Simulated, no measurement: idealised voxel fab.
This is a process module. Its name is voxel lift off.
Section shown: cut. Width: 285 nm. Cell size: 5 nm, square.
When this document writes out a cross-section, it uses a grid of square cells and lists it as bands, beginning at the top and moving down, with a band standing for one or more rows of cells. In this notation a band is specified by the heights of its top and bottom, in that order and in nm, after which its materials appear from left to right, each paired with its width in nm. The word "throughout" attached to a single material means that material fills the band from edge to edge; the word "empty" stands for empty space. Height 0 is the level under which the wafer as received is all one material. The lowest band goes on downwards, as in "0 and below". Width "30 to 40": first value at the band's top row of cells, second value at its bottom row, equal change from row to row. Take "left unchanged" at face value: in the step it is given for, the cross-section changed in none of its cells. The entry "Sealed cavities" lists the empty spaces that cover at least 8 cells and have no open path to the top. Each is written as width x height at distance, where the distance is measured from the left edge and all three values are in nm. Text after the settings on a step's line: the simulator's own remark on that step. overlay nm: on a step with a mask, how far right of its planned place the mask lay; negative means left.
Process steps foreseen in the plan
1. RECEIVE, material Si
2. CONFORMAL_DEP, material SiO2, thk nm 15
3. PATTERN, tone open, mask id LINES, material resist, width nm 25, pitch nm 40, thk nm 20, overlay nm 0
4. DIRECTIONAL_DEP, material Ru, thk nm 10
5. STRIP, etch materials resist
6. CONFORMAL_DEP, material SiN, thk nm 10
So this is the incoming wafer in cross-section - it's already been through step 1
- 0 and below = Si throughout
- Sealed cavities: none
Cross-section at module end, one run error; start and plan unchanged from above
- 25 down to 15 = 110 of empty, then 25 of Ru, then 15 of empty, then 25 of Ru, then 110 of empty
- 15 down to 0 = SiO2 throughout
- 0 and below = Si throughout
- Sealed cavities: none
Want to know what went wrong? plan step 6 was not performed, having been skipped
